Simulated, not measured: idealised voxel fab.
Process module heading - voxel wiring stack
Section cut is 250 nm wide and gridded with 5 nm square cells.
We lay out every cross-section as a grid of square cells and spell it out in bands from the top down, where one band means one or more rows of cells.
Top height, bottom height, nm. Materials left to right, width each, nm. Single material + "all across" = fills band edge to edge. "air" = empty.
Heads up on the height convention: 0 is the point under which the incoming wafer is all one material, and the lowest band has no bottom, it just keeps going down, like "0 down".
You'd read "30..40" like this: the band's top row of cells is as wide as the first number, its bottom row is as wide as the second, and going down, every row changes width by the same amount as the row before did.
Where a step carries "nothing different", the cross-section came out of it unchanged, cell for cell.
Closed empty spaces (no open way to the top) of 8 cells or more are what "Voids, sealed" lists, each as width x height at distance from the left edge, nm for all three.
Text after the settings on a step's line: the simulator's own remark on that step.
overlay nm: mask offset rightward from planned place, masked step; negative means leftward offset.
-- Process steps foreseen in the plan
1) RECEIVE | material Si
2) CONFORMAL_DEP | material SiO2 | thk nm 10
3) CONFORMAL_DEP | material SiN | thk nm 5
4) DIRECTIONAL_DEP | material SiO2 | thk nm 15
5) MASKED_ETCH | tone open | mask id METAL_1 | width nm 25 | pitch nm 50 | etch materials SiO2 | depth nm 15 | overlay nm 0
6) MASKED_ETCH | tone open | mask id METAL_1 | width nm 25 | pitch nm 50 | etch materials SiN | depth nm 5 | overlay nm 0
7) CONFORMAL_DEP | material TiN | thk nm 5
8) FILL_DEP | material Cu | thk nm 10
9) CMP | height nm 30
10) EPI | material Ru | thk nm 5
11) FILL_DEP | material SiCN | thk nm 5
12) DIRECTIONAL_DEP | material lowk | thk nm 15
13) MASKED_ETCH | tone open | mask id PLUG_1 | width nm 15 | pitch nm 50 | etch materials lowk | depth nm 15 | overlay nm 0
14) MASKED_ETCH | tone open | mask id PLUG_1 | width nm 15 | pitch nm 50 | etch materials SiCN | depth nm 5 | overlay nm 0
15) EPI | material Ru | thk nm 10
16) EPI | material Ru | thk nm 10
17) CONFORMAL_DEP | material SiN | thk nm 5
18) DIRECTIONAL_DEP | material SiO2 | thk nm 25
19) PATTERN | tone open | mask id METAL_2 | material resist | width nm 25 | pitch nm 50 | thk nm 20 | overlay nm 0
20) DIRECTIONAL_ETCH | etch materials SiO2 | depth nm 25
21) DIRECTIONAL_ETCH | etch materials SiN | depth nm 5
22) STRIP | etch materials resist
23) CONFORMAL_DEP | material TiN | thk nm 5
24) FILL_DEP | material Cu | thk nm 5
25) CMP | height nm 85
26) CONFORMAL_DEP | material SiN | thk nm 5
-- Cross-section of the wafer at receipt, which is the condition after step 1
- 0 down | Si all across
- Voids, sealed: none
-- Cross-section taken at module completion on the first of two wafers; processed per the plan
- 90 to 85 | SiN all across
- 85 to 60 | SiO2 85, TiN 5, Cu 15, TiN 5, SiO2 25, TiN 5, Cu 15, TiN 5, SiO2 90
- 60 to 55 | SiN 85, TiN 25, SiN 25, TiN 25, SiN 90
- 55 to 40 | lowk 85, Ru 15, lowk 35, Ru 15, lowk 100
- 40 to 30 | SiCN 85..80, Ru 15..35, SiCN 35..15, Ru 15..35, SiCN 100..85
- 30 to 15 | SiO2 85, TiN 5, Cu 15, TiN 5, SiO2 25, TiN 5, Cu 15, TiN 5, SiO2 90
- 15 to 10 | SiN 85, TiN 25, SiN 25, TiN 25, SiN 90
- 10 to 0 | SiO2 all across
- 0 down | Si all across
- Voids, sealed: none
-- Cross-section, second wafer: same start as the first, same plan as the first, one mistake in running it; taken at the end of the module
- 90 to 85 | SiN all across
- 85 to 60 | SiO2 85, TiN 5, Cu 15, TiN 5, SiO2 25, TiN 5, Cu 15, TiN 5, SiO2 90
- 60 to 55 | SiN 85, TiN 25, SiN 25, TiN 25, SiN 90
- 55 to 40 | lowk 75, Ru 15, lowk 35, Ru 15, lowk 110
- 40 to 30 | SiCN 85..80, Ru 5..35, SiCN 45..15, Ru 5..35, SiCN 110..85
- 30 to 15 | SiO2 85, TiN 5, Cu 15, TiN 5, SiO2 25, TiN 5, Cu 15, TiN 5, SiO2 90
- 15 to 10 | SiN 85, TiN 25, SiN 25, TiN 25, SiN 90
- 10 to 0 | SiO2 all across
- 0 down | Si all across
- Voids, sealed: none
Run error: so step 13 ended up running with a different setting than we planned, it ran as MASKED_ETCH | tone open | mask id PLUG_1 | width nm 15 | pitch nm 50 | etch materials lowk | depth nm 15 | overlay nm -10
The closing comparison, in cells, has the second wafer with more or fewer of some materials than the first: 4 fewer of Ru | 4 more of SiCN
